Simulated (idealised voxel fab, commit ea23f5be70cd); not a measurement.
Presented below is a process module, voxel self aligned vias.
FYI the section here is cut, 245 nm wide, cells are 5 nm squares.
Cross-sections here: square-cell grids, written as top-down lists of bands, a band being one or more rows of cells.
Within each band entry, the heights of the top and of the bottom of the band appear first, in that order and in nm; the materials of the band then follow from left to right, each with its corresponding width in nm. The designation "edge to edge" on a single material indicates that it fills the band from edge to edge; the designation "air" indicates empty space.
Heights are reckoned from 0. Under this level, the received wafer is all of one material. The bottommost band is open-ended downward, for example "0 nm and below".
Top row gets the first number, bottom row gets the second, and each row in between changes by the same step: that is how a band width like "30->40" works.
Given "remains unaltered" for a step, no cell of the cross-section differs between before and after that step.
This entry, "Closed void catalog", enumerates those empty regions of no fewer than 8 cells that possess no open connection to the top. Each region is reported in the form width x height at distance, the distance being taken from the left edge, with all three quantities expressed in nm.
On a step's line, text after the settings is the simulator commenting on that step.
You can add "overlay nm" to a step's line. For a step with a mask, it describes how far the mask lay to the right of its planned position, and a negative number describes a lay to the left.
Planned step list for the process:
- 1: op RECEIVE | material Si
- 2: op CONFORMAL_DEP | material SiO2 | thk nm 10
- 3: op CONFORMAL_DEP | material SiCN | thk nm 5
- 4: op DIRECTIONAL_DEP | material lowk | thk nm 25
- 5: op MASKED_ETCH | tone open | mask id LINES | width nm 25 | pitch nm 60 | etch materials lowk | depth nm 25 | overlay nm 0
- 6: op CONFORMAL_DEP | material TiN | thk nm 5
- 7: op FILL_DEP | material W | thk nm 5
- 8: op CMP | height nm 40
- 9: op SELECTIVE_ETCH | etch materials W Ru TiN | depth nm 10
- 10: op FILL_DEP | material SiN | thk nm 5
- 11: op CMP | height nm 40
- 12: op DIRECTIONAL_DEP | material lowk | thk nm 20
- 13: op PATTERN | tone open | mask id VIAS | material resist | width nm 45 | pitch nm 60 | thk nm 20 | overlay nm 0
- 14: op DIRECTIONAL_ETCH | etch materials lowk | depth nm 20
- 15: op DIRECTIONAL_ETCH | etch materials SiN | depth nm 10
- 16: op STRIP | etch materials resist
- 17: op CONFORMAL_DEP | material TiN | thk nm 5
- 18: op FILL_DEP | material Ru | thk nm 5
- 19: op CMP | height nm 60
- 20: op CONFORMAL_DEP | material SiN | thk nm 5
First of two wafers - as planned:
Cross-section of the wafer as it came to us, i.e., already through step 1:
- 0 nm and below  Si edge to edge
- Closed void catalog: none
Cross-section through the wafer, step 2 finished:
- 10 nm to 0 nm  SiO2 edge to edge
- Below 0, the layers are the same as they were.
Cross-section through the wafer, step 3 finished:
- 15 nm to 10 nm  SiCN edge to edge
- Below 10, the layers are the same as they were.
Cross-section through the wafer, step 4 finished:
- 40 nm to 15 nm  lowk edge to edge
- Below 15, the layers are the same as they were.
Cross-section through the wafer, step 5 finished:
- 40 nm to 15 nm  lowk 80; air 25; lowk 35; air 25; lowk 80
- Below 15, the layers are the same as they were.
Cross-section through the wafer, step 6 finished:
- 45 nm to 40 nm  TiN 85; air 15; TiN 45; air 15; TiN 85
- 40 nm to 20 nm  lowk 80; TiN 5; air 15; TiN 5; lowk 35; TiN 5; air 15; TiN 5; lowk 80
- 20 nm to 15 nm  lowk 80; TiN 25; lowk 35; TiN 25; lowk 80
- Below 15, the layers are the same as they were.
Cross-section through the wafer, step 7 finished:
- 50 nm to 45 nm  W edge to edge
- 45 nm to 40 nm  TiN 85; W 15; TiN 45; W 15; TiN 85
- 40 nm to 20 nm  lowk 80; TiN 5; W 15; TiN 5; lowk 35; TiN 5; W 15; TiN 5; lowk 80
- Below 20, the layers are the same as they were.
Cross-section through the wafer, step 8 finished:
- 40 nm to 20 nm  lowk 80; TiN 5; W 15; TiN 5; lowk 35; TiN 5; W 15; TiN 5; lowk 80
- Below 20, the layers are the same as they were.
Cross-section through the wafer, step 9 finished:
- 40 nm to 30 nm  lowk 80; air 25; lowk 35; air 25; lowk 80
- Below 30, the layers are the same as they were.
Cross-section through the wafer, step 10 finished:
- 45 nm to 40 nm  SiN edge to edge
- 40 nm to 30 nm  lowk 80; SiN 25; lowk 35; SiN 25; lowk 80
- Below 30, the layers are the same as they were.
Cross-section through the wafer, step 11 finished:
- 40 nm to 30 nm  lowk 80; SiN 25; lowk 35; SiN 25; lowk 80
- Below 30, the layers are the same as they were.
Cross-section through the wafer, step 12 finished:
- 60 nm to 40 nm  lowk edge to edge
- Below 40, the layers are the same as they were.
Cross-section through the wafer, step 13 finished:
- 80 nm to 60 nm  resist 70; air 45; resist 15; air 45; resist 70
- Below 60, the layers are the same as they were.
Cross-section through the wafer, step 14 finished:
- 80 nm to 60 nm  resist 70; air 45; resist 15; air 45; resist 70
- 60 nm to 40 nm  lowk 70; air 45; lowk 15; air 45; lowk 70
- Below 40, the layers are the same as they were.
Cross-section through the wafer, step 15 finished:
- 80 nm to 60 nm  resist 70; air 45; resist 15; air 45; resist 70
- 60 nm to 40 nm  lowk 70; air 45; lowk 15; air 45; lowk 70
- 40 nm to 30 nm  lowk 80; air 25; lowk 35; air 25; lowk 80
- Below 30, the layers are the same as they were.
Cross-section through the wafer, step 16 finished:
- 60 nm to 40 nm  lowk 70; air 45; lowk 15; air 45; lowk 70
- Below 40, the layers are the same as they were.
Cross-section through the wafer, step 17 finished:
- 65 nm to 60 nm  TiN 75; air 35; TiN 25; air 35; TiN 75
- 60 nm to 45 nm  lowk 70; TiN 5; air 35; TiN 5; lowk 15; TiN 5; air 35; TiN 5; lowk 70
- 45 nm to 35 nm  lowk 70->80; TiN 15->5; air 15; TiN 15->5; lowk 15->35; TiN 15->5; air 15; TiN 15->5; lowk 70->80
- 35 nm to 30 nm  lowk 80; TiN 25; lowk 35; TiN 25; lowk 80
- Below 30, the layers are the same as they were.
Cross-section through the wafer, step 18 finished:
- 70 nm to 65 nm  Ru edge to edge
- 65 nm to 60 nm  TiN 75; Ru 35; TiN 25; Ru 35; TiN 75
- 60 nm to 45 nm  lowk 70; TiN 5; Ru 35; TiN 5; lowk 15; TiN 5; Ru 35; TiN 5; lowk 70
- 45 nm to 35 nm  lowk 70->80; TiN 15->5; Ru 15; TiN 15->5; lowk 15->35; TiN 15->5; Ru 15; TiN 15->5; lowk 70->80
- Below 35, the layers are the same as they were.
Cross-section through the wafer, step 19 finished:
- 60 nm to 45 nm  lowk 70; TiN 5; Ru 35; TiN 5; lowk 15; TiN 5; Ru 35; TiN 5; lowk 70
- Below 45, the layers are the same as they were.
Cross-section through the wafer, step 20 finished:
- 65 nm to 60 nm  SiN edge to edge
- Below 60, the layers are the same as they were.
For the second wafer, take the first wafer's start and plan, then add one mistake made in running it; everything through step 12, that step included, is shared with the first:
Second wafer, cross-section, planned end of step 13:
- 80 nm to 60 nm  resist 75; air 45; resist 15; air 45; resist 65
- Below 60, the layers are the same as they were.
Second wafer, cross-section, planned end of step 14:
- 80 nm to 60 nm  resist 75; air 45; resist 15; air 45; resist 65
- 60 nm to 40 nm  lowk 75; air 45; lowk 15; air 45; lowk 65
- Below 40, the layers are the same as they were.
Second wafer, cross-section, planned end of step 15:
- 80 nm to 60 nm  resist 75; air 45; resist 15; air 45; resist 65
- 60 nm to 40 nm  lowk 75; air 45; lowk 15; air 45; lowk 65
- 40 nm to 30 nm  lowk 80; air 25; lowk 35; air 25; lowk 80
- Below 30, the layers are the same as they were.
Second wafer, cross-section, planned end of step 16:
- 60 nm to 40 nm  lowk 75; air 45; lowk 15; air 45; lowk 65
- Below 40, the layers are the same as they were.
Second wafer, cross-section, planned end of step 17:
- 65 nm to 60 nm  TiN 80; air 35; TiN 25; air 35; TiN 70
- 60 nm to 45 nm  lowk 75; TiN 5; air 35; TiN 5; lowk 15; TiN 5; air 35; TiN 5; lowk 65
- 45 nm to 35 nm  lowk 75->80; TiN 10->5; air 15; TiN 20->5; lowk 15->35; TiN 10->5; air 15; TiN 20->5; lowk 65->80
- 35 nm to 30 nm  lowk 80; TiN 25; lowk 35; TiN 25; lowk 80
- Below 30, the layers are the same as they were.
Second wafer, cross-section, planned end of step 18:
- 70 nm to 65 nm  Ru edge to edge
- 65 nm to 60 nm  TiN 80; Ru 35; TiN 25; Ru 35; TiN 70
- 60 nm to 45 nm  lowk 75; TiN 5; Ru 35; TiN 5; lowk 15; TiN 5; Ru 35; TiN 5; lowk 65
- 45 nm to 35 nm  lowk 75->80; TiN 10->5; Ru 15; TiN 20->5; lowk 15->35; TiN 10->5; Ru 15; TiN 20->5; lowk 65->80
- Below 35, the layers are the same as they were.
Second wafer, cross-section, planned end of step 19:
- 60 nm to 45 nm  lowk 75; TiN 5; Ru 35; TiN 5; lowk 15; TiN 5; Ru 35; TiN 5; lowk 65
- Below 45, the layers are the same as they were.
Second wafer, cross-section, planned end of step 20:
- 65 nm to 60 nm  SiN edge to edge
- Below 60, the layers are the same as they were.
Here's what went sideways: contrary to plan, step 13 was performed as op PATTERN | tone open | mask id VIAS | material resist | width nm 45 | pitch nm 60 | thk nm 20 | overlay nm 5
End check, second vs first wafer: material counts in cells match, positions do not.
